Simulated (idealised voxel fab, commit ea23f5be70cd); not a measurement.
Title: Process Module voxel quadruple lines
For reference, the cross-section in this document is cut, with width 230 nm and square cells of 5 nm.
If you're reading a cross-section in this doc, picture square cells in a grid; it comes to you as bands, top ones listed first down to the bottom, and a band can be one or more rows of cells. Read a band's entry like this: the first values are the height of its top and the height of its bottom in nm, and what follows is the sequence of materials from left to right, each with its width in nm. Note that "blank" is empty space, and that a single material marked "throughout" reaches across the band from edge to edge. Note: height 0 marks the level under which the wafer is uniformly one material as received. Lowest band unbounded below, written "0 and below". It should be noted that a width expressed as "30..40" varies in equal increments from row to row of cells within the band, taking the value of the first number at the top row and that of the second number at the bottom row. When a step is marked "nothing changed", none of the cells in the cross-section changed during that step. What "Enclosed voids" gives you is every empty space of 8 cells or more that is cut off from the top. Each appears as width x height at distance, with the distance taken from the left edge and width, height and distance all in nm. Whatever follows a step's settings on its line is a remark the simulator itself makes about that step. overlay nm: mask right of planned place by this much (step with mask). Neg. = left.
**Steps in the process plan**
step 1: RECEIVE [material Si]
step 2: CONFORMAL_DEP [material SiO2] [thk nm 5]
step 3: DIRECTIONAL_DEP [material W] [thk nm 15]
step 4: DIRECTIONAL_DEP [material polySi] [thk nm 20]
step 5: DIRECTIONAL_DEP [material aC] [thk nm 20]
step 6: PATTERN [tone cover] [mask id MANDREL] [material resist] [width nm 30] [pitch nm 80] [thk nm 25] [overlay nm 0]
step 7: DIRECTIONAL_ETCH [etch materials aC] [depth nm 20]
step 8: STRIP [etch materials resist]
step 9: CONFORMAL_DEP [material SiO2] [thk nm 10]
step 10: DIRECTIONAL_ETCH [etch materials SiO2] [depth nm 10]
step 11: STRIP [etch materials aC]
step 12: DIRECTIONAL_ETCH [etch materials polySi] [depth nm 20]
step 13: STRIP [etch materials SiO2]
step 14: CONFORMAL_DEP [material SiCN] [thk nm 10]
step 15: DIRECTIONAL_ETCH [etch materials SiCN] [depth nm 10]
step 16: STRIP [etch materials polySi]
step 17: DIRECTIONAL_ETCH [etch materials W] [depth nm 15]
step 18: STRIP [etch materials SiCN]
step 19: FILL_DEP [material SiO2] [thk nm 5]
step 20: CMP [height nm 20]
**Below: the first of two wafers, run as planned**
**Incoming wafer, cross-sectional view, post step 1**
    0 and below  Si throughout
    Enclosed voids: none
**The wafer in cross-section once step 2 is complete**
    5 down to 0  SiO2 throughout
    Lower than 0, everything is as it was.
**The wafer in cross-section once step 3 is complete**
    20 down to 5  W throughout
    Lower than 5, everything is as it was.
**The wafer in cross-section once step 4 is complete**
    40 down to 20  polySi throughout
    Lower than 20, everything is as it was.
**The wafer in cross-section once step 5 is complete**
    60 down to 40  aC throughout
    Lower than 40, everything is as it was.
**The wafer in cross-section once step 6 is complete**
    85 down to 60  blank 60; resist 30; blank 50; resist 30; blank 60
    Lower than 60, everything is as it was.
**The wafer in cross-section once step 7 is complete**
    65 down to 60  blank 60; resist 30; blank 50; resist 30; blank 60
    60 down to 40  blank 60; aC 30; blank 50; aC 30; blank 60
    Lower than 40, everything is as it was.
**The wafer in cross-section once step 8 is complete**
    60 down to 40  blank 60; aC 30; blank 50; aC 30; blank 60
    Lower than 40, everything is as it was.
**The wafer in cross-section once step 9 is complete**
    70 down to 60  blank 50; SiO2 50; blank 30; SiO2 50; blank 50
    60 down to 50  blank 50; SiO2 10; aC 30; SiO2 10; blank 30; SiO2 10; aC 30; SiO2 10; blank 50
    50 down to 40  SiO2 60; aC 30; SiO2 50; aC 30; SiO2 60
    Lower than 40, everything is as it was.
**The wafer in cross-section once step 10 is complete**
    60 down to 40  blank 50; SiO2 10; aC 30; SiO2 10; blank 30; SiO2 10; aC 30; SiO2 10; blank 50
    Lower than 40, everything is as it was.
**The wafer in cross-section once step 11 is complete**
    60 down to 40  blank 50; SiO2 10; blank 30; SiO2 10; blank 30; SiO2 10; blank 30; SiO2 10; blank 50
    Lower than 40, everything is as it was.
**The wafer in cross-section once step 12 is complete**
    60 down to 40  blank 50; SiO2 10; blank 30; SiO2 10; blank 30; SiO2 10; blank 30; SiO2 10; blank 50
    40 down to 20  blank 50; polySi 10; blank 30; polySi 10; blank 30; polySi 10; blank 30; polySi 10; blank 50
    Lower than 20, everything is as it was.
**The wafer in cross-section once step 13 is complete**
    40 down to 20  blank 50; polySi 10; blank 30; polySi 10; blank 30; polySi 10; blank 30; polySi 10; blank 50
    Lower than 20, everything is as it was.
**The wafer in cross-section once step 14 is complete**
    50 down to 40  blank 40; SiCN 30; blank 10; SiCN 30; blank 10; SiCN 30; blank 10; SiCN 30; blank 40
    40 down to 30  blank 40; SiCN 10; polySi 10; SiCN 10; blank 10; SiCN 10; polySi 10; SiCN 10; blank 10; SiCN 10; polySi 10; SiCN 10; blank 10; SiCN 10; polySi 10; SiCN 10; blank 40
    30 down to 20  SiCN 50; polySi 10; SiCN 30; polySi 10; SiCN 30; polySi 10; SiCN 30; polySi 10; SiCN 50
    Lower than 20, everything is as it was.
**The wafer in cross-section once step 15 is complete**
    40 down to 20  blank 40; SiCN 10; polySi 10; SiCN 10; blank 10; SiCN 10; polySi 10; SiCN 10; blank 10; SiCN 10; polySi 10; SiCN 10; blank 10; SiCN 10; polySi 10; SiCN 10; blank 40
    Lower than 20, everything is as it was.
**The wafer in cross-section once step 16 is complete**
    40 down to 20  blank 40; SiCN 10; blank 10; SiCN 10; blank 10; SiCN 10; blank 10; SiCN 10; blank 10; SiCN 10; blank 10; SiCN 10; blank 10; SiCN 10; blank 10; SiCN 10; blank 40
    Lower than 20, everything is as it was.
**The wafer in cross-section once step 17 is complete**
    40 down to 20  blank 40; SiCN 10; blank 10; SiCN 10; blank 10; SiCN 10; blank 10; SiCN 10; blank 10; SiCN 10; blank 10; SiCN 10; blank 10; SiCN 10; blank 10; SiCN 10; blank 40
    20 down to 5  blank 40; W 10; blank 10; W 10; blank 10; W 10; blank 10; W 10; blank 10; W 10; blank 10; W 10; blank 10; W 10; blank 10; W 10; blank 40
    Lower than 5, everything is as it was.
**The wafer in cross-section once step 18 is complete**
    20 down to 5  blank 40; W 10; blank 10; W 10; blank 10; W 10; blank 10; W 10; blank 10; W 10; blank 10; W 10; blank 10; W 10; blank 10; W 10; blank 40
    Lower than 5, everything is as it was.
**The wafer in cross-section once step 19 is complete**
    25 down to 20  SiO2 throughout
    20 down to 5  SiO2 40; W 10; SiO2 10; W 10; SiO2 10; W 10; SiO2 10; W 10; SiO2 10; W 10; SiO2 10; W 10; SiO2 10; W 10; SiO2 10; W 10; SiO2 40
    Lower than 5, everything is as it was.
**The wafer in cross-section once step 20 is complete**
    20 down to 5  SiO2 40; W 10; SiO2 10; W 10; SiO2 10; W 10; SiO2 10; W 10; SiO2 10; W 10; SiO2 10; W 10; SiO2 10; W 10; SiO2 10; W 10; SiO2 40
    Lower than 5, everything is as it was.
**Regarding the second of the two wafers: it shared the first wafer's starting condition and process plan, yet one error occurred during its execution. Its history coincides with that of the first wafer up to and including step 1**
Second wafer, sectioned view, at step 2's planned end time: nothing changed
**Second wafer, sectioned view, at step 3's planned end time**
    15 down to 0  W throughout
    Lower than 0, everything is as it was.
**Second wafer, sectioned view, at step 4's planned end time**
    35 down to 15  polySi throughout
    Lower than 15, everything is as it was.
**Second wafer, sectioned view, at step 5's planned end time**
    55 down to 35  aC throughout
    Lower than 35, everything is as it was.
**Second wafer, sectioned view, at step 6's planned end time**
    80 down to 55  blank 60; resist 30; blank 50; resist 30; blank 60
    Lower than 55, everything is as it was.
**Second wafer, sectioned view, at step 7's planned end time**
    60 down to 55  blank 60; resist 30; blank 50; resist 30; blank 60
    55 down to 35  blank 60; aC 30; blank 50; aC 30; blank 60
    Lower than 35, everything is as it was.
**Second wafer, sectioned view, at step 8's planned end time**
    55 down to 35  blank 60; aC 30; blank 50; aC 30; blank 60
    Lower than 35, everything is as it was.
**Second wafer, sectioned view, at step 9's planned end time**
    65 down to 55  blank 50; SiO2 50; blank 30; SiO2 50; blank 50
    55 down to 45  blank 50; SiO2 10; aC 30; SiO2 10; blank 30; SiO2 10; aC 30; SiO2 10; blank 50
    45 down to 35  SiO2 60; aC 30; SiO2 50; aC 30; SiO2 60
    Lower than 35, everything is as it was.
**Second wafer, sectioned view, at step 10's planned end time**
    55 down to 35  blank 50; SiO2 10; aC 30; SiO2 10; blank 30; SiO2 10; aC 30; SiO2 10; blank 50
    Lower than 35, everything is as it was.
**Second wafer, sectioned view, at step 11's planned end time**
    55 down to 35  blank 50; SiO2 10; blank 30; SiO2 10; blank 30; SiO2 10; blank 30; SiO2 10; blank 50
    Lower than 35, everything is as it was.
**Second wafer, sectioned view, at step 12's planned end time**
    55 down to 35  blank 50; SiO2 10; blank 30; SiO2 10; blank 30; SiO2 10; blank 30; SiO2 10; blank 50
    35 down to 15  blank 50; polySi 10; blank 30; polySi 10; blank 30; polySi 10; blank 30; polySi 10; blank 50
    Lower than 15, everything is as it was.
**Second wafer, sectioned view, at step 13's planned end time**
    35 down to 15  blank 50; polySi 10; blank 30; polySi 10; blank 30; polySi 10; blank 30; polySi 10; blank 50
    Lower than 15, everything is as it was.
**Second wafer, sectioned view, at step 14's planned end time**
    45 down to 35  blank 40; SiCN 30; blank 10; SiCN 30; blank 10; SiCN 30; blank 10; SiCN 30; blank 40
    35 down to 25  blank 40; SiCN 10; polySi 10; SiCN 10; blank 10; SiCN 10; polySi 10; SiCN 10; blank 10; SiCN 10; polySi 10; SiCN 10; blank 10; SiCN 10; polySi 10; SiCN 10; blank 40
    25 down to 15  SiCN 50; polySi 10; SiCN 30; polySi 10; SiCN 30; polySi 10; SiCN 30; polySi 10; SiCN 50
    Lower than 15, everything is as it was.
**Second wafer, sectioned view, at step 15's planned end time**
    35 down to 15  blank 40; SiCN 10; polySi 10; SiCN 10; blank 10; SiCN 10; polySi 10; SiCN 10; blank 10; SiCN 10; polySi 10; SiCN 10; blank 10; SiCN 10; polySi 10; SiCN 10; blank 40
    Lower than 15, everything is as it was.
**Second wafer, sectioned view, at step 16's planned end time**
    35 down to 15  blank 40; SiCN 10; blank 10; SiCN 10; blank 10; SiCN 10; blank 10; SiCN 10; blank 10; SiCN 10; blank 10; SiCN 10; blank 10; SiCN 10; blank 10; SiCN 10; blank 40
    Lower than 15, everything is as it was.
**Second wafer, sectioned view, at step 17's planned end time**
    35 down to 15  blank 40; SiCN 10; blank 10; SiCN 10; blank 10; SiCN 10; blank 10; SiCN 10; blank 10; SiCN 10; blank 10; SiCN 10; blank 10; SiCN 10; blank 10; SiCN 10; blank 40
    15 down to 0  blank 40; W 10; blank 10; W 10; blank 10; W 10; blank 10; W 10; blank 10; W 10; blank 10; W 10; blank 10; W 10; blank 10; W 10; blank 40
    Lower than 0, everything is as it was.
**Second wafer, sectioned view, at step 18's planned end time**
    15 down to 0  blank 40; W 10; blank 10; W 10; blank 10; W 10; blank 10; W 10; blank 10; W 10; blank 10; W 10; blank 10; W 10; blank 10; W 10; blank 40
    Lower than 0, everything is as it was.
**Second wafer, sectioned view, at step 19's planned end time**
    20 down to 15  SiO2 throughout
    15 down to 0  SiO2 40; W 10; SiO2 10; W 10; SiO2 10; W 10; SiO2 10; W 10; SiO2 10; W 10; SiO2 10; W 10; SiO2 10; W 10; SiO2 10; W 10; SiO2 40
    Lower than 0, everything is as it was.
Second wafer, sectioned view, at step 20's planned end time: nothing changed
Here's what went sideways: step 2 of the plan was jumped over and never run
So at the finish, the second wafer's got exactly as many cells of each material as the first, just not in the same spots.
